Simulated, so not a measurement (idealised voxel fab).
This section sets out a process module, namely voxel self aligned vias.
FYI the section here is cut, 235 nm wide, cells are 5 nm squares.
This document writes a cross-section as a grid whose cells are square, and gives it as bands, listed from the top down; one or more rows of cells form a band. Band: top height; bottom height; in nm. Then, left to right: material with width in nm, for each material. "everywhere": a single material spanning edge to edge. "empty": empty space. Ref level 0: as-received wafer is one material below here. Bottom band extends down with no lower bound ("0 nm and below"). Think of "30..40" as a width that walks from the first number to the second as you go down the band, top row to bottom row, taking equal-sized steps from row to row. Key: "no change" - step with no changed cell in the cross-section. Closed empty spaces (no open way to the top) of 8 cells or more are what "Unvented cavities" lists, each as width x height at distance from the left edge, nm for all three. Step line, after settings: the simulator's comment on this step. Each step line may optionally specify "overlay nm", which for a step with a mask gives the rightward distance between the mask's planned place and where it lay, a negative value indicating the leftward direction.
-- The planned process steps are enumerated hereunder
- 1: RECEIVE [material Si]
- 2: CONFORMAL_DEP [material SiO2] [thk nm 10]
- 3: CONFORMAL_DEP [material SiCN] [thk nm 5]
- 4: DIRECTIONAL_DEP [material SiO2] [thk nm 20]
- 5: PATTERN [tone open] [mask id LINES] [material resist] [width nm 30] [pitch nm 70] [thk nm 20] [overlay nm 0]
- 6: DIRECTIONAL_ETCH [etch materials SiO2] [depth nm 20]
- 7: STRIP [etch materials resist]
- 8: CONFORMAL_DEP [material TiN] [thk nm 5]
- 9: FILL_DEP [material Ru] [thk nm 5]
- 10: CMP [height nm 35]
- 11: SELECTIVE_ETCH [etch materials W Ru TiN] [depth nm 10]
- 12: FILL_DEP [material SiN] [thk nm 5]
- 13: CMP [height nm 35]
- 14: DIRECTIONAL_DEP [material SiO2] [thk nm 15]
- 15: DIRECTIONAL_DEP [material aC] [thk nm 15]
- 16: PATTERN [tone open] [mask id VIAS] [material resist] [width nm 50] [pitch nm 70] [thk nm 35] [overlay nm 0]
- 17: DIRECTIONAL_ETCH [etch materials aC] [depth nm 15]
- 18: STRIP [etch materials resist]
- 19: DIRECTIONAL_ETCH [etch materials SiO2] [depth nm 15]
- 20: DIRECTIONAL_ETCH [etch materials SiN] [depth nm 10]
- 21: STRIP [etch materials aC]
- 22: CONFORMAL_DEP [material TiN] [thk nm 5]
- 23: FILL_DEP [material W] [thk nm 5]
- 24: CMP [height nm 50]
- 25: CONFORMAL_DEP [material SiCN] [thk nm 5]
-- As-received state of the wafer in cross-section, equivalent to post-step 1
> 0 nm and below = Si everywhere
> Unvented cavities: none
-- Starting structure and process plan are as shown above, but one mistake was made in running the module; the wafer cross-section at the end of the module follows
> 55 nm to 50 nm = SiCN everywhere
> 50 nm to 40 nm = W 15 | TiN 5 | SiO2 50 | TiN 5 | W 10 | TiN 5 | SiO2 50 | TiN 5 | W 10 | TiN 5 | SiO2 50 | TiN 5 | W 20
> 40 nm to 35 nm = TiN 20 | SiO2 50 | TiN 20 | SiO2 50 | TiN 20 | SiO2 50 | TiN 25
> 35 nm to 25 nm = SiO2 30 | SiN 30 | SiO2 40 | SiN 30 | SiO2 40 | SiN 30 | SiO2 35
> 25 nm to 20 nm = SiO2 30 | TiN 5 | Ru 20 | TiN 5 | SiO2 40 | TiN 5 | Ru 20 | TiN 5 | SiO2 40 | TiN 5 | Ru 20 | TiN 5 | SiO2 35
> 20 nm to 15 nm = SiO2 30 | TiN 30 | SiO2 40 | TiN 30 | SiO2 40 | TiN 30 | SiO2 35
> 15 nm to 10 nm = SiCN everywhere
> 10 nm to 0 nm = SiO2 everywhere
> 0 nm and below = Si everywhere
> Unvented cavities: none
Want to know what went wrong? step 16 did not use the planned setting and instead ran as PATTERN [tone cover] [mask id VIAS] [material resist] [width nm 50] [pitch nm 70] [thk nm 35] [overlay nm 0]
